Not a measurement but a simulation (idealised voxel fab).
A process module follows: voxel fin reveal.
Xsec cut, 205 nm wide, square cell size 5 nm.
We lay out every cross-section as a grid of square cells and spell it out in bands from the top down, where one band means one or more rows of cells.
Band: top and bottom heights (nm) first, top before bottom; then materials from left to right, widths in nm. "everywhere" marks a sole material filling the band edge to edge. "empty" denotes empty space.
Convention: height 0 is the level below which the wafer, as received, is all one material. The lowest band does not terminate at the bottom but continues downward, represented as "0 and below".
Graded width ("30..40"): value in top row of band = first number; value in bottom row = second number; row-to-row change constant.
A step reported as "no change occurred" is a step in which no cell of the cross-section changed.
You'll see "Closed internal voids" listing empty spaces that have no way open to the top, as long as they're 8 cells or more; the notation is width x height at distance, where the distance is from the left edge, and all of it is in nm.
Where a step's line continues beyond its settings, the continuation is a remark by the simulator itself on that step.
Regarding "overlay nm": on a step with a mask, it is the distance the mask lay to the right of its planned place; a negative value places it to the left.
# These are the steps we planned for the process
1 RECEIVE,material Si
2 CONFORMAL_DEP,material SiN,thk nm 5
3 DIRECTIONAL_DEP,material aC,thk nm 15
4 PATTERN,tone cover,mask id FINS,material resist,width nm 15,pitch nm 40,thk nm 30,overlay nm 0
5 DIRECTIONAL_ETCH,etch materials aC,depth nm 15
6 STRIP,etch materials resist
7 DIRECTIONAL_ETCH,etch materials SiN,depth nm 5
8 DIRECTIONAL_ETCH,etch materials Si,depth nm 40
9 STRIP,etch materials aC
10 OXIDIZE,depth nm 5
11 FILL_DEP,material SiO2,thk nm 15
12 CMP,height nm 5
13 SELECTIVE_ETCH,etch materials SiO2,depth nm 30
14 STRIP,etch materials SiN
15 CONFORMAL_DEP,material HfO2,thk nm 5
# Cross-section of the incoming wafer, state after step 1
* 0 and below: Si everywhere
* Closed internal voids: none
# Same starting wafer, same plan as above, one mistake in the execution; this is the cross-section at the end of the module
* 5 down to 0: HfO2 55 / empty 15 / HfO2 25 / empty 15 / HfO2 25 / empty 15 / HfO2 55
* 0 down to -20: Si 50 / HfO2 5 / empty 15 / HfO2 5 / Si 15 / HfO2 5 / empty 15 / HfO2 5 / Si 15 / HfO2 5 / empty 15 / HfO2 5 / Si 50
* -20 down to -25: Si 50 / HfO2 25 / Si 15 / HfO2 25 / Si 15 / HfO2 25 / Si 50
* -25 down to -45: Si 50 / SiO2 25 / Si 15 / SiO2 25 / Si 15 / SiO2 25 / Si 50
* -45 and below: Si everywhere
* Closed internal voids: none
Nonconformance to the process plan: heads up, step 4 didn't go per plan, it actually ran as PATTERN,tone open,mask id FINS,material resist,width nm 15,pitch nm 40,thk nm 30,overlay nm 0
